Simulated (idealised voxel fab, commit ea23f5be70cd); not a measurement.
process module | voxel gate over fins
cross-section cut | 300 nm wide | cells 5 nm
A cross-section is a grid of square cells, given in bands from the top down. A band is one or more rows of cells.
Each band's line starts with the height of the band's top and of its bottom, in nm. Then come its materials from left to right, each with its width in nm. One material with "throughout" fills the band from edge to edge. "air" is empty space.
Height 0 is the level under which the wafer as received is all one material. The lowest band goes on downwards, as in "0 down".
A width such as "30 to 40" changes by the same amount from each row of cells to the next, from the band's top row to its bottom row.
"no change" after a step means that no cell of the cross-section changed.
closed voids: empty space of 8 cells or more with no open way to the top, each as width x height at its distance from the left edge, in nm
after a step's settings: what the simulator itself notes on the step
overlay nm, on a step with a mask: how far to the right of its planned place the mask lay; to the left if negative
plan
1 op RECEIVE | material Si
2 op CONFORMAL_DEP | material SiN | thk nm 10
3 op DIRECTIONAL_DEP | material aC | thk nm 15
4 op PATTERN | tone cover | mask id FINS | material resist | width nm 15 | pitch nm 40 | thk nm 35 | overlay nm 0
5 op DIRECTIONAL_ETCH | etch materials aC | depth nm 15
6 op STRIP | etch materials resist
7 op DIRECTIONAL_ETCH | etch materials SiN | depth nm 10
8 op DIRECTIONAL_ETCH | etch materials Si | depth nm 30
9 op STRIP | etch materials aC
10 op OXIDIZE | depth nm 5
11 op FILL_DEP | material SiO2 | thk nm 5
12 op CMP | height nm 10
13 op SELECTIVE_ETCH | etch materials SiO2 | depth nm 25
14 op STRIP | etch materials SiN
15 op CONFORMAL_DEP | material HfO2 | thk nm 5
16 op CONFORMAL_DEP | material TiN | thk nm 5
17 op FILL_DEP | material W | thk nm 15
18 op CMP | height nm 20
19 op CONFORMAL_DEP | material SiCN | thk nm 10
as received, after step 1
  0 down: Si throughout
  closed voids: none
a wafer at the end: this start, this plan, one mistake
  30 to 20: SiCN throughout
  20 to 10: W throughout
  10 to 5: W 95 | TiN 30 | W 10 | TiN 30 | W 10 | TiN 30 | W 95
  5 to 0: W 95 | TiN 5 | HfO2 20 | TiN 5 | W 10 | TiN 5 | HfO2 20 | TiN 5 | W 10 | TiN 5 | HfO2 20 | TiN 5 | W 95
  0 to -5: W 95 | TiN 5 | HfO2 5 | Si 10 | HfO2 5 | TiN 5 | W 10 | TiN 5 | HfO2 5 | Si 10 | HfO2 5 | TiN 5 | W 10 | TiN 5 | HfO2 5 | Si 10 | HfO2 5 | TiN 5 | W 95
  -5 to -10: TiN 100 | HfO2 5 | Si 10 | HfO2 5 | TiN 20 | HfO2 5 | Si 10 | HfO2 5 | TiN 20 | HfO2 5 | Si 10 | HfO2 5 | TiN 100
  -10 to -15: HfO2 105 | Si 10 | HfO2 30 | Si 10 | HfO2 30 | Si 10 | HfO2 105
  -15 to -35: SiO2 105 | Si 10 | SiO2 30 | Si 10 | SiO2 30 | Si 10 | SiO2 105
  -35 down: Si throughout
  closed voids: none
what went wrong: step 4 ran as: op PATTERN | tone cover | mask id FINS | material resist | width nm 20 | pitch nm 40 | thk nm 35 | overlay nm 0
